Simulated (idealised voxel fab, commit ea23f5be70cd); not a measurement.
Name of the process module below: voxel ribs on slabs
Xsec cut, 155 nm wide, square cell size 5 nm.
Cross-section format: a grid of square cells, given as bands from top to bottom; each band is one or more rows of cells.
Band: top height; bottom height; in nm. Then, left to right: material with width in nm, for each material. "all across": a single material spanning edge to edge. "blank": empty space.
Note: height 0 marks the level under which the wafer is uniformly one material as received. Lowest band unbounded below, written "0 -> down".
Quick explanation for "30..40": the width changes in equal steps down the rows of cells, from the first number in the band's top row to the second number in its bottom row.
"no alterations made" -> step changed no cross-section cell.
The list in "Enclosed void list" covers empty spaces of 8 cells or more that cannot reach the top through any open way, and it gives each as width x height at distance; the distance is from the left edge, and width, height and distance are in nm.
That trailing text on a step's line, after the settings, is the simulator's own remark on the step.
overlay nm: step with mask; distance mask lay right of planned place; negative value = left of planned place.

PROCESS STEPS - PLAN
step 1: RECEIVE, material Si
step 2: DIRECTIONAL_DEP, material SiO2, thk nm 25
step 3: DIRECTIONAL_DEP, material SiN, thk nm 20
step 4: DIRECTIONAL_DEP, material aC, thk nm 10
step 5: PATTERN, tone cover, mask id RIB, material resist, width nm 30, thk nm 25, overlay nm 0
step 6: DIRECTIONAL_ETCH, etch materials aC, depth nm 10
step 7: STRIP, etch materials resist
step 8: DIRECTIONAL_ETCH, etch materials SiN, depth nm 5
step 9: STRIP, etch materials aC
step 10: MASKED_ETCH, tone cover, mask id SLAB, width nm 90, etch materials SiN, depth nm 15, overlay nm 0
step 11: FILL_DEP, material SiO2, thk nm 25
step 12: CMP, height nm 60
step 13: DIRECTIONAL_DEP, material W, thk nm 5
step 14: DIRECTIONAL_DEP, material aC, thk nm 15
step 15: PATTERN, tone cover, mask id HEATER, material resist, width nm 40, thk nm 30, overlay nm 0
step 16: DIRECTIONAL_ETCH, etch materials aC, depth nm 15
step 17: STRIP, etch materials resist
step 18: DIRECTIONAL_ETCH, etch materials W, depth nm 5
step 19: STRIP, etch materials aC
step 20: CONFORMAL_DEP, material SiO2, thk nm 10

WAFER CROSS-SECTION ON RECEIPT, I.E. AFTER STEP 1
  0 -> down = Si all across
  Enclosed void list: none

WAFER AT MODULE END, IN SECTION. BEGAN AS ABOVE, PLANNED AS ABOVE, RUN WITH ONE MISTAKE
  75 -> 70 = blank 50 nm; SiO2 55 nm; blank 50 nm
  70 -> 65 = SiO2 all across
  65 -> 60 = SiO2 60 nm; W 35 nm; SiO2 60 nm
  60 -> 45 = SiO2 all across
  45 -> 40 = SiO2 60 nm; SiN 30 nm; SiO2 65 nm
  40 -> 25 = SiO2 30 nm; SiN 90 nm; SiO2 35 nm
  25 -> 0 = SiO2 all across
  0 -> down = Si all across
  Enclosed void list: none
The mistake made against the process plan was this: step 15 was not run as planned; what actually ran was PATTERN, tone cover, mask id HEATER, material resist, width nm 35, thk nm 30, overlay nm 0
